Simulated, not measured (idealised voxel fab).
You're looking at the process module voxel self aligned vias.
The width of the displayed cross-section, cut, is 260 nm; its cells are square, with a size of 5 nm.
When this document writes out a cross-section, it uses a grid of square cells and lists it as bands, beginning at the top and moving down, with a band standing for one or more rows of cells.
First you get the band's top height and its bottom height, in nm, and then the materials it's made of, left to right, with each width in nm. If you see a single material with "all across", that one covers the band edge to edge. "air" is empty space.
Note: height 0 marks the level under which the wafer is uniformly one material as received. Lowest band unbounded below, written "from 0 down".
A width given as "30..40" starts at the first number in the band's top row and ends at the second number in its bottom row, shifting by an equal amount at every step from row to row.
No cell of the cross-section changed in a step that is given as "nothing was modified".
"Trapped cavities" lists enclosed empty spaces (at least 8 cells, no open path upward to the top), each as width x height at distance from the left edge, in nm.
That trailing text on a step's line, after the settings, is the simulator's own remark on the step.
overlay nm: where the mask lay relative to plan, measured to the right, on steps with a mask; negatives go left.

**Planned step list for the process**
1,RECEIVE with material Si
2,CONFORMAL_DEP with material SiO2, thk nm 15
3,CONFORMAL_DEP with material SiCN, thk nm 5
4,DIRECTIONAL_DEP with material SiO2, thk nm 20
5,DIRECTIONAL_DEP with material aC, thk nm 10
6,PATTERN with tone open, mask id LINES, material resist, width nm 30, pitch nm 60, thk nm 25, overlay nm 0
7,DIRECTIONAL_ETCH with etch materials aC, depth nm 10
8,STRIP with etch materials resist
9,DIRECTIONAL_ETCH with etch materials SiO2, depth nm 20
10,STRIP with etch materials aC
11,CONFORMAL_DEP with material TiN, thk nm 5
12,FILL_DEP with material Ru, thk nm 5
13,CMP with height nm 40
14,SELECTIVE_ETCH with etch materials W Ru TiN, depth nm 5
15,FILL_DEP with material SiN, thk nm 10
16,CMP with height nm 40
17,DIRECTIONAL_DEP with material SiO2, thk nm 15
18,MASKED_ETCH with tone open, mask id VIAS, width nm 40, pitch nm 120, etch materials SiO2, depth nm 15, overlay nm 0
19,MASKED_ETCH with tone open, mask id VIAS, width nm 40, pitch nm 120, etch materials SiN, depth nm 5, overlay nm 0
20,CONFORMAL_DEP with material TiN, thk nm 5
21,FILL_DEP with material Ru, thk nm 10
22,CMP with height nm 55
23,CONFORMAL_DEP with material SiN, thk nm 5

**Delivered wafer in cross-section: state after step 1**
* from 0 down  Si all across
* Trapped cavities: none

**End-of-module XS, first of two wafers, run as planned**
* from 60 to 55  SiN all across
* from 55 to 45  50 of SiO2 | 5 of TiN | 30 of Ru | 5 of TiN | 80 of SiO2 | 5 of TiN | 30 of Ru | 5 of TiN | 50 of SiO2
* from 45 to 40  50 of SiO2 | 10 of TiN | 20 of Ru | 10 of TiN | 80 of SiO2 | 10 of TiN | 20 of Ru | 10 of TiN | 50 of SiO2
* from 40 to 35  55 of SiO2 | 30 of TiN | 30 of SiO2 | 30 of SiN | 30 of SiO2 | 30 of TiN | 55 of SiO2
* from 35 to 25  55 of SiO2 | 5 of TiN | 20 of Ru | 5 of TiN | 30 of SiO2 | 5 of TiN | 20 of Ru | 5 of TiN | 30 of SiO2 | 5 of TiN | 20 of Ru | 5 of TiN | 55 of SiO2
* from 25 to 20  55 of SiO2 | 30 of TiN | 30 of SiO2 | 30 of TiN | 30 of SiO2 | 30 of TiN | 55 of SiO2
* from 20 to 15  SiCN all across
* from 15 to 0  SiO2 all across
* from 0 down  Si all across
* Trapped cavities: none

**Wafer two cross-section, module end. Start and plan unchanged from wafer one; one mistake made during the run**
* from 60 to 55  SiN all across
* from 55 to 45  50 of SiO2 | 5 of TiN | 30 of Ru | 5 of TiN | 80 of SiO2 | 5 of TiN | 30 of Ru | 5 of TiN | 50 of SiO2
* from 45 to 40  50 of SiO2 | 10 of TiN | 20 of Ru | 10 of TiN | 80 of SiO2 | 10 of TiN | 20 of Ru | 10 of TiN | 50 of SiO2
* from 40 to 35  55 of SiO2 | 30 of TiN | 30 of SiO2 | 30 of SiN | 30 of SiO2 | 30 of TiN | 55 of SiO2
* from 35 to 25  55 of SiO2 | 5 of TiN | 20 of Ru | 5 of TiN | 30 of SiO2 | 5 of TiN | 20 of Ru | 5 of TiN | 30 of SiO2 | 5 of TiN | 20 of Ru | 5 of TiN | 55 of SiO2
* from 25 to 20  55 of SiO2 | 30 of TiN | 30 of SiO2 | 30 of TiN | 30 of SiO2 | 30 of TiN | 55 of SiO2
* from 20 to 15  SiCN all across
* from 15 to 0  SiN all across
* from 0 down  Si all across
* Trapped cavities: none
It is concluded that the wafer was processed incorrectly with respect to the plan, in that it should be noted that step 2 was executed with settings other than those planned, the operation and settings actually applied being CONFORMAL_DEP with material SiN, thk nm 15
It is noted that, at the conclusion of processing, the second wafer exhibits a higher or lower cell count for certain materials relative to the first: SiN +156, SiO2 -156
